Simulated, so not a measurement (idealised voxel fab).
process module | voxel gate over fins
cross-section cut | 220 nm wide | cells 5 nm
A cross-section is a grid of square cells, given in bands from the top down. A band is one or more rows of cells.
Each band's line starts with the height of the band's top and of its bottom, in nm. Then come its materials from left to right, each with its width in nm. One material with "throughout" fills the band from edge to edge. "air" is empty space.
Height 0 is the level under which the wafer as received is all one material. The lowest band goes on downwards, as in "0 down".
A width such as "30 to 40" changes by the same amount from each row of cells to the next, from the band's top row to its bottom row.
"no change" after a step means that no cell of the cross-section changed.
closed voids: empty space of 8 cells or more with no open way to the top, each as width x height at its distance from the left edge, in nm
after a step's settings: what the simulator itself notes on the step
overlay nm, on a step with a mask: how far to the right of its planned place the mask lay; to the left if negative
plan
1 op RECEIVE | material Si
2 op CONFORMAL_DEP | material SiN | thk nm 10
3 op PATTERN | tone cover | mask id FINS | material resist | width nm 15 | pitch nm 55 | thk nm 15 | overlay nm 0
4 op DIRECTIONAL_ETCH | etch materials SiN | depth nm 10
5 op DIRECTIONAL_ETCH | etch materials Si | depth nm 30
6 op STRIP | etch materials resist
7 op FILL_DEP | material SiO2 | thk nm 5
8 op CMP | height nm 10
9 op PATTERN | tone open | mask id RAIL | material resist | width nm 15 | thk nm 20 | overlay nm 0
10 op DIRECTIONAL_ETCH | etch materials SiO2 | depth nm 35
11 op STRIP | etch materials resist
12 op CONFORMAL_DEP | material TiN | thk nm 5
13 op FILL_DEP | material W | thk nm 5
14 op CMP | height nm 10
15 op SELECTIVE_ETCH | etch materials W Ru TiN | depth nm 30
16 op FILL_DEP | material SiO2 | thk nm 5
17 op CMP | height nm 10
18 op SELECTIVE_ETCH | etch materials SiO2 | depth nm 20
19 op STRIP | etch materials SiN
20 op CONFORMAL_DEP | material HfO2 | thk nm 5
21 op CONFORMAL_DEP | material TiN | thk nm 5
22 op FILL_DEP | material W | thk nm 15
23 op CMP | height nm 20
24 op CONFORMAL_DEP | material SiCN | thk nm 10
first wafer, as planned
as received, after step 1
  0 down: Si throughout
  closed voids: none
after step 2
  10 to 0: SiN throughout
  below 0: unchanged
after step 3
  25 to 10: air 45 | resist 15 | air 40 | resist 15 | air 40 | resist 15 | air 50
  below 10: unchanged
after step 4
  25 to 10: air 45 | resist 15 | air 40 | resist 15 | air 40 | resist 15 | air 50
  10 to 0: air 45 | SiN 15 | air 40 | SiN 15 | air 40 | SiN 15 | air 50
  below 0: unchanged
after step 5
  25 to 10: air 45 | resist 15 | air 40 | resist 15 | air 40 | resist 15 | air 50
  10 to 0: air 45 | SiN 15 | air 40 | SiN 15 | air 40 | SiN 15 | air 50
  0 to -30: air 45 | Si 15 | air 40 | Si 15 | air 40 | Si 15 | air 50
  below -30: unchanged
after step 6
  10 to 0: air 45 | SiN 15 | air 40 | SiN 15 | air 40 | SiN 15 | air 50
  below 0: unchanged
after step 7
  15 to 10: SiO2 throughout
  10 to 0: SiO2 45 | SiN 15 | SiO2 40 | SiN 15 | SiO2 40 | SiN 15 | SiO2 50
  0 to -30: SiO2 45 | Si 15 | SiO2 40 | Si 15 | SiO2 40 | Si 15 | SiO2 50
  below -30: unchanged
after step 8
  10 to 0: SiO2 45 | SiN 15 | SiO2 40 | SiN 15 | SiO2 40 | SiN 15 | SiO2 50
  below 0: unchanged
after step 9
  30 to 10: resist 70 | air 15 | resist 135
  below 10: unchanged
after step 10
  30 to 10: resist 70 | air 15 | resist 135
  10 to 0: SiO2 45 | SiN 15 | SiO2 10 | air 15 | SiO2 15 | SiN 15 | SiO2 40 | SiN 15 | SiO2 50
  0 to -25: SiO2 45 | Si 15 | SiO2 10 | air 15 | SiO2 15 | Si 15 | SiO2 40 | Si 15 | SiO2 50
  below -25: unchanged
after step 11
  10 to 0: SiO2 45 | SiN 15 | SiO2 10 | air 15 | SiO2 15 | SiN 15 | SiO2 40 | SiN 15 | SiO2 50
  below 0: unchanged
after step 12
  15 to 10: TiN 75 | air 5 | TiN 140
  10 to 0: SiO2 45 | SiN 15 | SiO2 10 | TiN 5 | air 5 | TiN 5 | SiO2 15 | SiN 15 | SiO2 40 | SiN 15 | SiO2 50
  0 to -20: SiO2 45 | Si 15 | SiO2 10 | TiN 5 | air 5 | TiN 5 | SiO2 15 | Si 15 | SiO2 40 | Si 15 | SiO2 50
  -20 to -25: SiO2 45 | Si 15 | SiO2 10 | TiN 15 | SiO2 15 | Si 15 | SiO2 40 | Si 15 | SiO2 50
  below -25: unchanged
after step 13
  20 to 15: W throughout
  15 to 10: TiN 75 | W 5 | TiN 140
  10 to 0: SiO2 45 | SiN 15 | SiO2 10 | TiN 5 | W 5 | TiN 5 | SiO2 15 | SiN 15 | SiO2 40 | SiN 15 | SiO2 50
  0 to -20: SiO2 45 | Si 15 | SiO2 10 | TiN 5 | W 5 | TiN 5 | SiO2 15 | Si 15 | SiO2 40 | Si 15 | SiO2 50
  below -20: unchanged
after step 14
  10 to 0: SiO2 45 | SiN 15 | SiO2 10 | TiN 5 | W 5 | TiN 5 | SiO2 15 | SiN 15 | SiO2 40 | SiN 15 | SiO2 50
  below 0: unchanged
after step 15
  10 to 0: SiO2 45 | SiN 15 | SiO2 10 | air 15 | SiO2 15 | SiN 15 | SiO2 40 | SiN 15 | SiO2 50
  0 to -20: SiO2 45 | Si 15 | SiO2 10 | air 15 | SiO2 15 | Si 15 | SiO2 40 | Si 15 | SiO2 50
  below -20: unchanged
after step 16
  15 to 10: SiO2 throughout
  10 to 0: SiO2 45 | SiN 15 | SiO2 40 | SiN 15 | SiO2 40 | SiN 15 | SiO2 50
  0 to -20: SiO2 45 | Si 15 | SiO2 40 | Si 15 | SiO2 40 | Si 15 | SiO2 50
  below -20: unchanged
after step 17
  10 to 0: SiO2 45 | SiN 15 | SiO2 40 | SiN 15 | SiO2 40 | SiN 15 | SiO2 50
  below 0: unchanged
after step 18
  10 to 0: air 45 | SiN 15 | air 40 | SiN 15 | air 40 | SiN 15 | air 50
  0 to -10: air 45 | Si 15 | air 40 | Si 15 | air 40 | Si 15 | air 50
  below -10: unchanged
after step 19
  0 to -10: air 45 | Si 15 | air 40 | Si 15 | air 40 | Si 15 | air 50
  below -10: unchanged
after step 20
  5 to 0: air 40 | HfO2 25 | air 30 | HfO2 25 | air 30 | HfO2 25 | air 45
  0 to -5: air 40 | HfO2 5 | Si 15 | HfO2 5 | air 30 | HfO2 5 | Si 15 | HfO2 5 | air 30 | HfO2 5 | Si 15 | HfO2 5 | air 45
  -5 to -10: HfO2 45 | Si 15 | HfO2 40 | Si 15 | HfO2 40 | Si 15 | HfO2 50
  below -10: unchanged
after step 21
  10 to 5: air 35 | TiN 35 | air 20 | TiN 35 | air 20 | TiN 35 | air 40
  5 to 0: air 35 | TiN 5 | HfO2 25 | TiN 5 | air 20 | TiN 5 | HfO2 25 | TiN 5 | air 20 | TiN 5 | HfO2 25 | TiN 5 | air 40
  0 to -5: TiN 40 | HfO2 5 | Si 15 | HfO2 5 | TiN 30 | HfO2 5 | Si 15 | HfO2 5 | TiN 30 | HfO2 5 | Si 15 | HfO2 5 | TiN 45
  below -5: unchanged
after step 22
  25 to 10: W throughout
  10 to 5: W 35 | TiN 35 | W 20 | TiN 35 | W 20 | TiN 35 | W 40
  5 to 0: W 35 | TiN 5 | HfO2 25 | TiN 5 | W 20 | TiN 5 | HfO2 25 | TiN 5 | W 20 | TiN 5 | HfO2 25 | TiN 5 | W 40
  below 0: unchanged
after step 23
  20 to 10: W throughout
  below 10: unchanged
after step 24
  30 to 20: SiCN throughout
  below 20: unchanged
second wafer: like start, like plan, one mistake. Through step 19 it matches the first wafer
when step 20 should have ended: no change
when step 21 should have ended
  5 to 0: air 40 | TiN 25 | air 30 | TiN 25 | air 30 | TiN 25 | air 45
  0 to -5: air 40 | TiN 5 | Si 15 | TiN 5 | air 30 | TiN 5 | Si 15 | TiN 5 | air 30 | TiN 5 | Si 15 | TiN 5 | air 45
  -5 to -10: TiN 45 | Si 15 | TiN 40 | Si 15 | TiN 40 | Si 15 | TiN 50
  below -10: unchanged
when step 22 should have ended
  20 to 5: W throughout
  5 to 0: W 40 | TiN 25 | W 30 | TiN 25 | W 30 | TiN 25 | W 45
  0 to -5: W 40 | TiN 5 | Si 15 | TiN 5 | W 30 | TiN 5 | Si 15 | TiN 5 | W 30 | TiN 5 | Si 15 | TiN 5 | W 45
  below -5: unchanged
when step 23 should have ended: no change
when step 24 should have ended
  30 to 20: SiCN throughout
  below 20: unchanged
what went wrong: step 20 was left out
at the end the second wafer has, in cells: 56 fewer of HfO2 | 56 more of W
